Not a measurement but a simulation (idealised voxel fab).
process module | voxel self aligned contacts
The cross-section shown here is cut; it is 280 nm wide and divided into square cells measuring 5 nm on a side.
This document writes a cross-section as a grid whose cells are square, and gives it as bands, listed from the top down; one or more rows of cells form a band.
First you get the band's top height and its bottom height, in nm, and then the materials it's made of, left to right, with each width in nm. If you see a single material with "throughout", that one covers the band edge to edge. "blank" is empty space.
All heights in this document are referenced to 0, defined as the level beneath which the wafer, as received, consists entirely of one material. The lowest band is not bounded below; it extends indefinitely downward and is written in the form "0 nm and below".
It should be noted that a width expressed as "30->40" varies in equal increments from row to row of cells within the band, taking the value of the first number at the top row and that of the second number at the bottom row.
Where a step carries "nothing got changed", the cross-section came out of it unchanged, cell for cell.
Closed-off voids of 8+ cells (no open route to the top) go in "Enclosed internal cavities", written width x height at distance from the left edge, in nm.
Whatever follows a step's settings on its line is a remark the simulator itself makes about that step.
overlay nm: for a step with a mask, the amount by which the mask lay right of where it was planned; a negative amount means left of it.
If you're wondering how to read the rest of this, here's the deal. It's pairs of cross-sections: one from before a process step, one from after it. The after one is only drawn as far down as the lowest band that changed. Right under each pair you'll see which step sits between them and what its settings were. Don't read the pairs as one continuous story, though. They can come from different runs of this module on the same starting wafer, and a pair only carries on from the one above it where its entry headed "Snapshot before" says so.
-- Snapshot before
- 0 nm and below | Si throughout
- Enclosed internal cavities: none
-- Post-Process View
- 5 nm to 0 nm | SiO2 throughout
- For the remainder of the cross-section, below 0, there is no change.
- Enclosed internal cavities: none
Which operation links the two cross-sections above? CONFORMAL_DEP with material SiO2, thk nm 5
Snapshot before: refer to the pair immediately above; the cross-section shown after its step is the state before this one.
-- Post-Process View
- 25 nm to 5 nm | polySi throughout
- For the remainder of the cross-section, below 5, there is no change.
- Enclosed internal cavities: none
Which operation links the two cross-sections above? DIRECTIONAL_DEP with material polySi, thk nm 20
Snapshot before: refer to the pair immediately above; the cross-section shown after its step is the state before this one.
-- Post-Process View
- 45 nm to 25 nm | SiN throughout
- For the remainder of the cross-section, below 25, there is no change.
- Enclosed internal cavities: none
Which operation links the two cross-sections above? DIRECTIONAL_DEP with material SiN, thk nm 20
Snapshot before: refer to the pair immediately above; the cross-section shown after its step is the state before this one.
-- Post-Process View
- 45 nm to 25 nm | 70 nm blank / 25 nm SiN / 30 nm blank / 25 nm SiN / 30 nm blank / 25 nm SiN / 75 nm blank
- For the remainder of the cross-section, below 25, there is no change.
- Enclosed internal cavities: none
Which operation links the two cross-sections above? MASKED_ETCH with tone cover, mask id GATE, width nm 25, pitch nm 55, etch materials SiN, depth nm 20, overlay nm 0
Snapshot before: refer to the pair immediately above; the cross-section shown after its step is the state before this one.
-- Post-Process View
- 45 nm to 25 nm | 70 nm blank / 25 nm SiN / 30 nm blank / 25 nm SiN / 30 nm blank / 25 nm SiN / 75 nm blank
- 25 nm to 5 nm | 70 nm blank / 25 nm polySi / 30 nm blank / 25 nm polySi / 30 nm blank / 25 nm polySi / 75 nm blank
- For the remainder of the cross-section, below 5, there is no change.
- Enclosed internal cavities: none
Which operation links the two cross-sections above? MASKED_ETCH with tone cover, mask id GATE, width nm 25, pitch nm 55, etch materials polySi, depth nm 20, overlay nm 0
Snapshot before: refer to the pair immediately above; the cross-section shown after its step is the state before this one.
-- Post-Process View
- 50 nm to 25 nm | 65 nm blank / 35 nm SiN / 20 nm blank / 35 nm SiN / 20 nm blank / 35 nm SiN / 70 nm blank
- 25 nm to 10 nm | 65 nm blank / 5 nm SiN / 25 nm polySi / 5 nm SiN / 20 nm blank / 5 nm SiN / 25 nm polySi / 5 nm SiN / 20 nm blank / 5 nm SiN / 25 nm polySi / 5 nm SiN / 70 nm blank
- 10 nm to 5 nm | 70 nm SiN / 25 nm polySi / 30 nm SiN / 25 nm polySi / 30 nm SiN / 25 nm polySi / 75 nm SiN
- For the remainder of the cross-section, below 5, there is no change.
- Enclosed internal cavities: none
Which operation links the two cross-sections above? CONFORMAL_DEP with material SiN, thk nm 5
Snapshot before: refer to the pair immediately above; the cross-section shown after its step is the state before this one.
-- Post-Process View
- 45 nm to 25 nm | 65 nm blank / 35 nm SiN / 20 nm blank / 35 nm SiN / 20 nm blank / 35 nm SiN / 70 nm blank
- 25 nm to 5 nm | 65 nm blank / 5 nm SiN / 25 nm polySi / 5 nm SiN / 20 nm blank / 5 nm SiN / 25 nm polySi / 5 nm SiN / 20 nm blank / 5 nm SiN / 25 nm polySi / 5 nm SiN / 70 nm blank
- For the remainder of the cross-section, below 5, there is no change.
- Enclosed internal cavities: none
Which operation links the two cross-sections above? DIRECTIONAL_ETCH with etch materials SiN, depth nm 5
Snapshot before: refer to the pair immediately above; the cross-section shown after its step is the state before this one.
-- Post-Process View
- 60 nm to 45 nm | SiO2 throughout
- 45 nm to 25 nm | 65 nm SiO2 / 35 nm SiN / 20 nm SiO2 / 35 nm SiN / 20 nm SiO2 / 35 nm SiN / 70 nm SiO2
- 25 nm to 5 nm | 65 nm SiO2 / 5 nm SiN / 25 nm polySi / 5 nm SiN / 20 nm SiO2 / 5 nm SiN / 25 nm polySi / 5 nm SiN / 20 nm SiO2 / 5 nm SiN / 25 nm polySi / 5 nm SiN / 70 nm SiO2
- For the remainder of the cross-section, below 5, there is no change.
- Enclosed internal cavities: none
Which operation links the two cross-sections above? FILL_DEP with material SiO2, thk nm 15
Snapshot before: refer to the pair immediately above; the cross-section shown after its step is the state before this one.
-- Post-Process View
- 50 nm to 45 nm | SiO2 throughout
- For the remainder of the cross-section, below 45, there is no change.
- Enclosed internal cavities: none
Which operation links the two cross-sections above? CMP with height nm 50
Snapshot before: refer to the pair immediately above; the cross-section shown after its step is the state before this one.
-- Post-Process View
- 50 nm to 45 nm | 90 nm SiO2 / 40 nm blank / 15 nm SiO2 / 40 nm blank / 95 nm SiO2
- 45 nm to 25 nm | 65 nm SiO2 / 35 nm SiN / 20 nm blank / 35 nm SiN / 20 nm blank / 35 nm SiN / 70 nm SiO2
- 25 nm to 5 nm | 65 nm SiO2 / 5 nm SiN / 25 nm polySi / 5 nm SiN / 20 nm blank / 5 nm SiN / 25 nm polySi / 5 nm SiN / 20 nm blank / 5 nm SiN / 25 nm polySi / 5 nm SiN / 70 nm SiO2
- 5 nm to 0 nm | 100 nm SiO2 / 20 nm blank / 35 nm SiO2 / 20 nm blank / 105 nm SiO2
- For the remainder of the cross-section, below 0, there is no change.
- Enclosed internal cavities: none
Which operation links the two cross-sections above? MASKED_ETCH with tone open, mask id CONTACT, width nm 40, pitch nm 55, etch materials SiO2, depth nm 50, overlay nm 0
Snapshot before: refer to the pair immediately above; the cross-section shown after its step is the state before this one.
-- Post-Process View
- 55 nm to 50 nm | 95 nm TiN / 30 nm blank / 25 nm TiN / 30 nm blank / 100 nm TiN
- 50 nm to 45 nm | 90 nm SiO2 / 15 nm TiN / 10 nm blank / 15 nm TiN / 15 nm SiO2 / 15 nm TiN / 10 nm blank / 15 nm TiN / 95 nm SiO2
- 45 nm to 25 nm | 65 nm SiO2 / 35 nm SiN / 5 nm TiN / 10 nm blank / 5 nm TiN / 35 nm SiN / 5 nm TiN / 10 nm blank / 5 nm TiN / 35 nm SiN / 70 nm SiO2
- 25 nm to 5 nm | 65 nm SiO2 / 5 nm SiN / 25 nm polySi / 5 nm SiN / 5 nm TiN / 10 nm blank / 5 nm TiN / 5 nm SiN / 25 nm polySi / 5 nm SiN / 5 nm TiN / 10 nm blank / 5 nm TiN / 5 nm SiN / 25 nm polySi / 5 nm SiN / 70 nm SiO2
- 5 nm to 0 nm | 100 nm SiO2 / 20 nm TiN / 35 nm SiO2 / 20 nm TiN / 105 nm SiO2
- For the remainder of the cross-section, below 0, there is no change.
- Enclosed internal cavities: none
Which operation links the two cross-sections above? CONFORMAL_DEP with material TiN, thk nm 5
Snapshot before: refer to the pair immediately above; the cross-section shown after its step is the state before this one.
-- Post-Process View
- 60 nm to 55 nm | W throughout
- 55 nm to 50 nm | 95 nm TiN / 30 nm W / 25 nm TiN / 30 nm W / 100 nm TiN
- 50 nm to 45 nm | 90 nm SiO2 / 15 nm TiN / 10 nm W / 15 nm TiN / 15 nm SiO2 / 15 nm TiN / 10 nm W / 15 nm TiN / 95 nm SiO2
- 45 nm to 25 nm | 65 nm SiO2 / 35 nm SiN / 5 nm TiN / 10 nm W / 5 nm TiN / 35 nm SiN / 5 nm TiN / 10 nm W / 5 nm TiN / 35 nm SiN / 70 nm SiO2
- 25 nm to 5 nm | 65 nm SiO2 / 5 nm SiN / 25 nm polySi / 5 nm SiN / 5 nm TiN / 10 nm W / 5 nm TiN / 5 nm SiN / 25 nm polySi / 5 nm SiN / 5 nm TiN / 10 nm W / 5 nm TiN / 5 nm SiN / 25 nm polySi / 5 nm SiN / 70 nm SiO2
- For the remainder of the cross-section, below 5, there is no change.
- Enclosed internal cavities: none
Which operation links the two cross-sections above? FILL_DEP with material W, thk nm 5
Snapshot before: refer to the pair immediately above; the cross-section shown after its step is the state before this one.
-- Post-Process View
- 50 nm to 45 nm | 90 nm SiO2 / 15 nm TiN / 10 nm W / 15 nm TiN / 15 nm SiO2 / 15 nm TiN / 10 nm W / 15 nm TiN / 95 nm SiO2
- For the remainder of the cross-section, below 45, there is no change.
- Enclosed internal cavities: none
Which operation links the two cross-sections above? CMP with height nm 50
Snapshot before: refer to the pair immediately above; the cross-section shown after its step is the state before this one.
-- Post-Process View
- 55 nm to 50 nm | SiCN throughout
- For the remainder of the cross-section, below 50, there is no change.
- Enclosed internal cavities: none
Which operation links the two cross-sections above? CONFORMAL_DEP with material SiCN, thk nm 5
-- Snapshot before
- 45 nm to 25 nm | 70 nm blank / 25 nm SiN / 30 nm blank / 25 nm SiN / 30 nm blank / 25 nm SiN / 75 nm blank
- 25 nm to 5 nm | 70 nm blank / 25 nm polySi / 30 nm blank / 25 nm polySi / 30 nm blank / 25 nm polySi / 75 nm blank
- 5 nm to 0 nm | SiO2 throughout
- 0 nm and below | Si throughout
- Enclosed internal cavities: none
-- Post-Process View
- 40 nm to 25 nm | 70 nm blank / 25 nm SiN / 30 nm blank / 25 nm SiN / 30 nm blank / 25 nm SiN / 75 nm blank
- For the remainder of the cross-section, below 25, there is no change.
- Enclosed internal cavities: none
Which operation links the two cross-sections above? DIRECTIONAL_ETCH with etch materials SiN, depth nm 5
Snapshot before: refer to the pair immediately above; the cross-section shown after its step is the state before this one.
-- Post-Process View
- 55 nm to 40 nm | SiO2 throughout
- 40 nm to 25 nm | 70 nm SiO2 / 25 nm SiN / 30 nm SiO2 / 25 nm SiN / 30 nm SiO2 / 25 nm SiN / 75 nm SiO2
- 25 nm to 5 nm | 70 nm SiO2 / 25 nm polySi / 30 nm SiO2 / 25 nm polySi / 30 nm SiO2 / 25 nm polySi / 75 nm SiO2
- For the remainder of the cross-section, below 5, there is no change.
- Enclosed internal cavities: none
Which operation links the two cross-sections above? FILL_DEP with material SiO2, thk nm 15
Snapshot before: refer to the pair immediately above; the cross-section shown after its step is the state before this one.
-- Post-Process View
- 50 nm to 40 nm | SiO2 throughout
- For the remainder of the cross-section, below 40, there is no change.
- Enclosed internal cavities: none
Which operation links the two cross-sections above? CMP with height nm 50
Snapshot before: refer to the pair immediately above; the cross-section shown after its step is the state before this one.
-- Post-Process View
- 50 nm to 40 nm | 90 nm SiO2 / 40 nm blank / 15 nm SiO2 / 40 nm blank / 95 nm SiO2
- 40 nm to 25 nm | 70 nm SiO2 / 25 nm SiN / 30 nm blank / 25 nm SiN / 30 nm blank / 25 nm SiN / 75 nm SiO2
- 25 nm to 5 nm | 70 nm SiO2 / 25 nm polySi / 30 nm blank / 25 nm polySi / 30 nm blank / 25 nm polySi / 75 nm SiO2
- 5 nm to 0 nm | 95 nm SiO2 / 30 nm blank / 25 nm SiO2 / 30 nm blank / 100 nm SiO2
- For the remainder of the cross-section, below 0, there is no change.
- Enclosed internal cavities: none
Which operation links the two cross-sections above? MASKED_ETCH with tone open, mask id CONTACT, width nm 40, pitch nm 55, etch materials SiO2, depth nm 50, overlay nm 0
Snapshot before: refer to the pair immediately above; the cross-section shown after its step is the state before this one.
-- Post-Process View
- 55 nm to 50 nm | 95 nm TiN / 30 nm blank / 25 nm TiN / 30 nm blank / 100 nm TiN
- 50 nm to 40 nm | 90 nm SiO2 / 5->10 nm TiN / 30->20 nm blank / 5->10 nm TiN / 15 nm SiO2 / 5->10 nm TiN / 30->20 nm blank / 5->10 nm TiN / 95 nm SiO2
- 40 nm to 25 nm | 70 nm SiO2 / 25 nm SiN / 5 nm TiN / 20 nm blank / 5 nm TiN / 25 nm SiN / 5 nm TiN / 20 nm blank / 5 nm TiN / 25 nm SiN / 75 nm SiO2
- 25 nm to 5 nm | 70 nm SiO2 / 25 nm polySi / 5 nm TiN / 20 nm blank / 5 nm TiN / 25 nm polySi / 5 nm TiN / 20 nm blank / 5 nm TiN / 25 nm polySi / 75 nm SiO2
- 5 nm to 0 nm | 95 nm SiO2 / 30 nm TiN / 25 nm SiO2 / 30 nm TiN / 100 nm SiO2
- For the remainder of the cross-section, below 0, there is no change.
- Enclosed internal cavities: none
Which operation links the two cross-sections above? CONFORMAL_DEP with material TiN, thk nm 5
Snapshot before: refer to the pair immediately above; the cross-section shown after its step is the state before this one.
-- Post-Process View
- 60 nm to 55 nm | W throughout
- 55 nm to 50 nm | 95 nm TiN / 30 nm W / 25 nm TiN / 30 nm W / 100 nm TiN
- 50 nm to 40 nm | 90 nm SiO2 / 5->10 nm TiN / 30->20 nm W / 5->10 nm TiN / 15 nm SiO2 / 5->10 nm TiN / 30->20 nm W / 5->10 nm TiN / 95 nm SiO2
- 40 nm to 25 nm | 70 nm SiO2 / 25 nm SiN / 5 nm TiN / 20 nm W / 5 nm TiN / 25 nm SiN / 5 nm TiN / 20 nm W / 5 nm TiN / 25 nm SiN / 75 nm SiO2
- 25 nm to 5 nm | 70 nm SiO2 / 25 nm polySi / 5 nm TiN / 20 nm W / 5 nm TiN / 25 nm polySi / 5 nm TiN / 20 nm W / 5 nm TiN / 25 nm polySi / 75 nm SiO2
- For the remainder of the cross-section, below 5, there is no change.
- Enclosed internal cavities: none
Which operation links the two cross-sections above? FILL_DEP with material W, thk nm 5
Snapshot before: refer to the pair immediately above; the cross-section shown after its step is the state before this one.
-- Post-Process View
- 50 nm to 40 nm | 90 nm SiO2 / 5->10 nm TiN / 30->20 nm W / 5->10 nm TiN / 15 nm SiO2 / 5->10 nm TiN / 30->20 nm W / 5->10 nm TiN / 95 nm SiO2
- For the remainder of the cross-section, below 40, there is no change.
- Enclosed internal cavities: none
Which operation links the two cross-sections above? CMP with height nm 50
Snapshot before: refer to the pair immediately above; the cross-section shown after its step is the state before this one.
-- Post-Process View
- 55 nm to 50 nm | SiCN throughout
- For the remainder of the cross-section, below 50, there is no change.
- Enclosed internal cavities: none
Which operation links the two cross-sections above? CONFORMAL_DEP with material SiCN, thk nm 5
-- Snapshot before
- 25 nm to 5 nm | polySi throughout
- 5 nm to 0 nm | SiO2 throughout
- 0 nm and below | Si throughout
- Enclosed internal cavities: none
-- Post-Process View
- 45 nm to 5 nm | polySi throughout
- For the remainder of the cross-section, below 5, there is no change.
- Enclosed internal cavities: none
Which operation links the two cross-sections above? DIRECTIONAL_DEP with material polySi, thk nm 20
Snapshot before: refer to the pair immediately above; the cross-section shown after its step is the state before this one.
-- Post-Process View
- 65 nm to 45 nm | SiN throughout
- For the remainder of the cross-section, below 45, there is no change.
- Enclosed internal cavities: none
Which operation links the two cross-sections above? DIRECTIONAL_DEP with material SiN, thk nm 20
Snapshot before: refer to the pair immediately above; the cross-section shown after its step is the state before this one.
-- Post-Process View
- 65 nm to 45 nm | 70 nm blank / 25 nm SiN / 30 nm blank / 25 nm SiN / 30 nm blank / 25 nm SiN / 75 nm blank
- For the remainder of the cross-section, below 45, there is no change.
- Enclosed internal cavities: none
Which operation links the two cross-sections above? MASKED_ETCH with tone cover, mask id GATE, width nm 25, pitch nm 55, etch materials SiN, depth nm 20, overlay nm 0
Snapshot before: refer to the pair immediately above; the cross-section shown after its step is the state before this one.
-- Post-Process View
- 65 nm to 45 nm | 70 nm blank / 25 nm SiN / 30 nm blank / 25 nm SiN / 30 nm blank / 25 nm SiN / 75 nm blank
- 45 nm to 25 nm | 70 nm blank / 25 nm polySi / 30 nm blank / 25 nm polySi / 30 nm blank / 25 nm polySi / 75 nm blank
- For the remainder of the cross-section, below 25, there is no change.
- Enclosed internal cavities: none
Which operation links the two cross-sections above? MASKED_ETCH with tone cover, mask id GATE, width nm 25, pitch nm 55, etch materials polySi, depth nm 20, overlay nm 0
Snapshot before: refer to the pair immediately above; the cross-section shown after its step is the state before this one.
-- Post-Process View
- 70 nm to 45 nm | 65 nm blank / 35 nm SiN / 20 nm blank / 35 nm SiN / 20 nm blank / 35 nm SiN / 70 nm blank
- 45 nm to 30 nm | 65 nm blank / 5 nm SiN / 25 nm polySi / 5 nm SiN / 20 nm blank / 5 nm SiN / 25 nm polySi / 5 nm SiN / 20 nm blank / 5 nm SiN / 25 nm polySi / 5 nm SiN / 70 nm blank
- 30 nm to 25 nm | 70 nm SiN / 25 nm polySi / 30 nm SiN / 25 nm polySi / 30 nm SiN / 25 nm polySi / 75 nm SiN
- For the remainder of the cross-section, below 25, there is no change.
- Enclosed internal cavities: none
Which operation links the two cross-sections above? CONFORMAL_DEP with material SiN, thk nm 5
Snapshot before: refer to the pair immediately above; the cross-section shown after its step is the state before this one.
-- Post-Process View
- 65 nm to 45 nm | 65 nm blank / 35 nm SiN / 20 nm blank / 35 nm SiN / 20 nm blank / 35 nm SiN / 70 nm blank
- 45 nm to 25 nm | 65 nm blank / 5 nm SiN / 25 nm polySi / 5 nm SiN / 20 nm blank / 5 nm SiN / 25 nm polySi / 5 nm SiN / 20 nm blank / 5 nm SiN / 25 nm polySi / 5 nm SiN / 70 nm blank
- For the remainder of the cross-section, below 25, there is no change.
- Enclosed internal cavities: none
Which operation links the two cross-sections above? DIRECTIONAL_ETCH with etch materials SiN, depth nm 5
Snapshot before: refer to the pair immediately above; the cross-section shown after its step is the state before this one.
-- Post-Process View
- 80 nm to 65 nm | SiO2 throughout
- 65 nm to 45 nm | 65 nm SiO2 / 35 nm SiN / 20 nm SiO2 / 35 nm SiN / 20 nm SiO2 / 35 nm SiN / 70 nm SiO2
- 45 nm to 25 nm | 65 nm SiO2 / 5 nm SiN / 25 nm polySi / 5 nm SiN / 20 nm SiO2 / 5 nm SiN / 25 nm polySi / 5 nm SiN / 20 nm SiO2 / 5 nm SiN / 25 nm polySi / 5 nm SiN / 70 nm SiO2
- For the remainder of the cross-section, below 25, there is no change.
- Enclosed internal cavities: none
Which operation links the two cross-sections above? FILL_DEP with material SiO2, thk nm 15
Snapshot before: refer to the pair immediately above; the cross-section shown after its step is the state before this one.
-- Post-Process View
- 50 nm to 45 nm | 65 nm SiO2 / 35 nm SiN / 20 nm SiO2 / 35 nm SiN / 20 nm SiO2 / 35 nm SiN / 70 nm SiO2
- For the remainder of the cross-section, below 45, there is no change.
- Enclosed internal cavities: none
Which operation links the two cross-sections above? CMP with height nm 50
Snapshot before: refer to the pair immediately above; the cross-section shown after its step is the state before this one.
-- Post-Process View
- 50 nm to 45 nm | 65 nm SiO2 / 35 nm SiN / 20 nm blank / 35 nm SiN / 20 nm blank / 35 nm SiN / 70 nm SiO2
- 45 nm to 25 nm | 65 nm SiO2 / 5 nm SiN / 25 nm polySi / 5 nm SiN / 20 nm blank / 5 nm SiN / 25 nm polySi / 5 nm SiN / 20 nm blank / 5 nm SiN / 25 nm polySi / 5 nm SiN / 70 nm SiO2
- For the remainder of the cross-section, below 25, there is no change.
- Enclosed internal cavities: none
Which operation links the two cross-sections above? MASKED_ETCH with tone open, mask id CONTACT, width nm 40, pitch nm 55, etch materials SiO2, depth nm 50, overlay nm 0
Snapshot before: refer to the pair immediately above; the cross-section shown after its step is the state before this one.
-- Post-Process View
- 55 nm to 50 nm | 105 nm TiN / 10 nm blank / 45 nm TiN / 10 nm blank / 110 nm TiN
- 50 nm to 45 nm | 65 nm SiO2 / 35 nm SiN / 5 nm TiN / 10 nm blank / 5 nm TiN / 35 nm SiN / 5 nm TiN / 10 nm blank / 5 nm TiN / 35 nm SiN / 70 nm SiO2
- 45 nm to 30 nm | 65 nm SiO2 / 5 nm SiN / 25 nm polySi / 5 nm SiN / 5 nm TiN / 10 nm blank / 5 nm TiN / 5 nm SiN / 25 nm polySi / 5 nm SiN / 5 nm TiN / 10 nm blank / 5 nm TiN / 5 nm SiN / 25 nm polySi / 5 nm SiN / 70 nm SiO2
- 30 nm to 25 nm | 65 nm SiO2 / 5 nm SiN / 25 nm polySi / 5 nm SiN / 20 nm TiN / 5 nm SiN / 25 nm polySi / 5 nm SiN / 20 nm TiN / 5 nm SiN / 25 nm polySi / 5 nm SiN / 70 nm SiO2
- For the remainder of the cross-section, below 25, there is no change.
- Enclosed internal cavities: none
Which operation links the two cross-sections above? CONFORMAL_DEP with material TiN, thk nm 5
Snapshot before: refer to the pair immediately above; the cross-section shown after its step is the state before this one.
-- Post-Process View
- 60 nm to 55 nm | W throughout
- 55 nm to 50 nm | 105 nm TiN / 10 nm W / 45 nm TiN / 10 nm W / 110 nm TiN
- 50 nm to 45 nm | 65 nm SiO2 / 35 nm SiN / 5 nm TiN / 10 nm W / 5 nm TiN / 35 nm SiN / 5 nm TiN / 10 nm W / 5 nm TiN / 35 nm SiN / 70 nm SiO2
- 45 nm to 30 nm | 65 nm SiO2 / 5 nm SiN / 25 nm polySi / 5 nm SiN / 5 nm TiN / 10 nm W / 5 nm TiN / 5 nm SiN / 25 nm polySi / 5 nm SiN / 5 nm TiN / 10 nm W / 5 nm TiN / 5 nm SiN / 25 nm polySi / 5 nm SiN / 70 nm SiO2
- For the remainder of the cross-section, below 30, there is no change.
- Enclosed internal cavities: none
Which operation links the two cross-sections above? FILL_DEP with material W, thk nm 5
Snapshot before: refer to the pair immediately above; the cross-section shown after its step is the state before this one.
-- Post-Process View
- 50 nm to 45 nm | 65 nm SiO2 / 35 nm SiN / 5 nm TiN / 10 nm W / 5 nm TiN / 35 nm SiN / 5 nm TiN / 10 nm W / 5 nm TiN / 35 nm SiN / 70 nm SiO2
- For the remainder of the cross-section, below 45, there is no change.
- Enclosed internal cavities: none
Which operation links the two cross-sections above? CMP with height nm 50
Snapshot before: refer to the pair immediately above; the cross-section shown after its step is the state before this one.
-- Post-Process View
- 55 nm to 50 nm | SiCN throughout
- For the remainder of the cross-section, below 50, there is no change.
- Enclosed internal cavities: none
Which operation links the two cross-sections above? CONFORMAL_DEP with material SiCN, thk nm 5
-- Snapshot before
- 0 nm and below | Si throughout
- Enclosed internal cavities: none
-- Post-Process View
- 20 nm to 0 nm | polySi throughout
- For the remainder of the cross-section, below 0, there is no change.
- Enclosed internal cavities: none
Which operation links the two cross-sections above? DIRECTIONAL_DEP with material polySi, thk nm 20
Snapshot before: refer to the pair immediately above; the cross-section shown after its step is the state before this one.
-- Post-Process View
- 25 nm to 20 nm | SiO2 throughout
- For the remainder of the cross-section, below 20, there is no change.
- Enclosed internal cavities: none
Which operation links the two cross-sections above? CONFORMAL_DEP with material SiO2, thk nm 5
Snapshot before: refer to the pair immediately above; the cross-section shown after its step is the state before this one.
-- Post-Process View
- 45 nm to 25 nm | SiN throughout
- For the remainder of the cross-section, below 25, there is no change.
- Enclosed internal cavities: none
Which operation links the two cross-sections above? DIRECTIONAL_DEP with material SiN, thk nm 20
Snapshot before: refer to the pair immediately above; the cross-section shown after its step is the state before this one.
-- Post-Process View
- 45 nm to 25 nm | 70 nm blank / 25 nm SiN / 30 nm blank / 25 nm SiN / 30 nm blank / 25 nm SiN / 75 nm blank
- For the remainder of the cross-section, below 25, there is no change.
- Enclosed internal cavities: none
Which operation links the two cross-sections above? MASKED_ETCH with tone cover, mask id GATE, width nm 25, pitch nm 55, etch materials SiN, depth nm 20, overlay nm 0
Snapshot before: refer to the pair immediately above; the cross-section shown after its step is the state before this one.
-- Post-Process View
- 50 nm to 30 nm | 65 nm blank / 35 nm SiN / 20 nm blank / 35 nm SiN / 20 nm blank / 35 nm SiN / 70 nm blank
- 30 nm to 25 nm | SiN throughout
- For the remainder of the cross-section, below 25, there is no change.
- Enclosed internal cavities: none
Which operation links the two cross-sections above? CONFORMAL_DEP with material SiN, thk nm 5
Snapshot before: refer to the pair immediately above; the cross-section shown after its step is the state before this one.
-- Post-Process View
- 45 nm to 25 nm | 65 nm blank / 35 nm SiN / 20 nm blank / 35 nm SiN / 20 nm blank / 35 nm SiN / 70 nm blank
- For the remainder of the cross-section, below 25, there is no change.
- Enclosed internal cavities: none
Which operation links the two cross-sections above? DIRECTIONAL_ETCH with etch materials SiN, depth nm 5
Snapshot before: refer to the pair immediately above; the cross-section shown after its step is the state before this one.
-- Post-Process View
- 60 nm to 45 nm | SiO2 throughout
- 45 nm to 25 nm | 65 nm SiO2 / 35 nm SiN / 20 nm SiO2 / 35 nm SiN / 20 nm SiO2 / 35 nm SiN / 70 nm SiO2
- For the remainder of the cross-section, below 25, there is no change.
- Enclosed internal cavities: none
Which operation links the two cross-sections above? FILL_DEP with material SiO2, thk nm 15
Snapshot before: refer to the pair immediately above; the cross-section shown after its step is the state before this one.
-- Post-Process View
- 50 nm to 45 nm | SiO2 throughout
- For the remainder of the cross-section, below 45, there is no change.
- Enclosed internal cavities: none
Which operation links the two cross-sections above? CMP with height nm 50
Snapshot before: refer to the pair immediately above; the cross-section shown after its step is the state before this one.
-- Post-Process View
- 50 nm to 45 nm | 90 nm SiO2 / 40 nm blank / 15 nm SiO2 / 40 nm blank / 95 nm SiO2
- 45 nm to 25 nm | 65 nm SiO2 / 35 nm SiN / 20 nm blank / 35 nm SiN / 20 nm blank / 35 nm SiN / 70 nm SiO2
- 25 nm to 20 nm | 100 nm SiO2 / 20 nm blank / 35 nm SiO2 / 20 nm blank / 105 nm SiO2
- For the remainder of the cross-section, below 20, there is no change.
- Enclosed internal cavities: none
Which operation links the two cross-sections above? MASKED_ETCH with tone open, mask id CONTACT, width nm 40, pitch nm 55, etch materials SiO2, depth nm 50, overlay nm 0
Snapshot before: refer to the pair immediately above; the cross-section shown after its step is the state before this one.
-- Post-Process View
- 55 nm to 50 nm | 95 nm TiN / 30 nm blank / 25 nm TiN / 30 nm blank / 100 nm TiN
- 50 nm to 45 nm | 90 nm SiO2 / 15 nm TiN / 10 nm blank / 15 nm TiN / 15 nm SiO2 / 15 nm TiN / 10 nm blank / 15 nm TiN / 95 nm SiO2
- 45 nm to 25 nm | 65 nm SiO2 / 35 nm SiN / 5 nm TiN / 10 nm blank / 5 nm TiN / 35 nm SiN / 5 nm TiN / 10 nm blank / 5 nm TiN / 35 nm SiN / 70 nm SiO2
- 25 nm to 20 nm | 100 nm SiO2 / 20 nm TiN / 35 nm SiO2 / 20 nm TiN / 105 nm SiO2
- For the remainder of the cross-section, below 20, there is no change.
- Enclosed internal cavities: none
Which operation links the two cross-sections above? CONFORMAL_DEP with material TiN, thk nm 5
Snapshot before: refer to the pair immediately above; the cross-section shown after its step is the state before this one.
-- Post-Process View
- 60 nm to 55 nm | W throughout
- 55 nm to 50 nm | 95 nm TiN / 30 nm W / 25 nm TiN / 30 nm W / 100 nm TiN
- 50 nm to 45 nm | 90 nm SiO2 / 15 nm TiN / 10 nm W / 15 nm TiN / 15 nm SiO2 / 15 nm TiN / 10 nm W / 15 nm TiN / 95 nm SiO2
- 45 nm to 25 nm | 65 nm SiO2 / 35 nm SiN / 5 nm TiN / 10 nm W / 5 nm TiN / 35 nm SiN / 5 nm TiN / 10 nm W / 5 nm TiN / 35 nm SiN / 70 nm SiO2
- For the remainder of the cross-section, below 25, there is no change.
- Enclosed internal cavities: none
Which operation links the two cross-sections above? FILL_DEP with material W, thk nm 5
Snapshot before: refer to the pair immediately above; the cross-section shown after its step is the state before this one.
-- Post-Process View
- 50 nm to 45 nm | 90 nm SiO2 / 15 nm TiN / 10 nm W / 15 nm TiN / 15 nm SiO2 / 15 nm TiN / 10 nm W / 15 nm TiN / 95 nm SiO2
- For the remainder of the cross-section, below 45, there is no change.
- Enclosed internal cavities: none
Which operation links the two cross-sections above? CMP with height nm 50
Snapshot before: refer to the pair immediately above; the cross-section shown after its step is the state before this one.
-- Post-Process View
- 55 nm to 50 nm | SiCN throughout
- For the remainder of the cross-section, below 50, there is no change.
- Enclosed internal cavities: none
Which operation links the two cross-sections above? CONFORMAL_DEP with material SiCN, thk nm 5
-- Snapshot before
- 5 nm to 0 nm | SiO2 throughout
- 0 nm and below | Si throughout
- Enclosed internal cavities: none
-- Post-Process View
- 20 nm to 5 nm | polySi throughout
- For the remainder of the cross-section, below 5, there is no change.
- Enclosed internal cavities: none
Which operation links the two cross-sections above? DIRECTIONAL_DEP with material polySi, thk nm 15
Snapshot before: refer to the pair immediately above; the cross-section shown after its step is the state before this one.
-- Post-Process View
- 40 nm to 20 nm | SiN throughout
- For the remainder of the cross-section, below 20, there is no change.
- Enclosed internal cavities: none
Which operation links the two cross-sections above? DIRECTIONAL_DEP with material SiN, thk nm 20
Snapshot before: refer to the pair immediately above; the cross-section shown after its step is the state before this one.
-- Post-Process View
- 40 nm to 20 nm | 70 nm blank / 25 nm SiN / 30 nm blank / 25 nm SiN / 30 nm blank / 25 nm SiN / 75 nm blank
- For the remainder of the cross-section, below 20, there is no change.
- Enclosed internal cavities: none
Which operation links the two cross-sections above? MASKED_ETCH with tone cover, mask id GATE, width nm 25, pitch nm 55, etch materials SiN, depth nm 20, overlay nm 0
Snapshot before: refer to the pair immediately above; the cross-section shown after its step is the state before this one.
-- Post-Process View
- 40 nm to 20 nm | 70 nm blank / 25 nm SiN / 30 nm blank / 25 nm SiN / 30 nm blank / 25 nm SiN / 75 nm blank
- 20 nm to 5 nm | 70 nm blank / 25 nm polySi / 30 nm blank / 25 nm polySi / 30 nm blank / 25 nm polySi / 75 nm blank
- For the remainder of the cross-section, below 5, there is no change.
- Enclosed internal cavities: none
Which operation links the two cross-sections above? MASKED_ETCH with tone cover, mask id GATE, width nm 25, pitch nm 55, etch materials polySi, depth nm 20, overlay nm 0
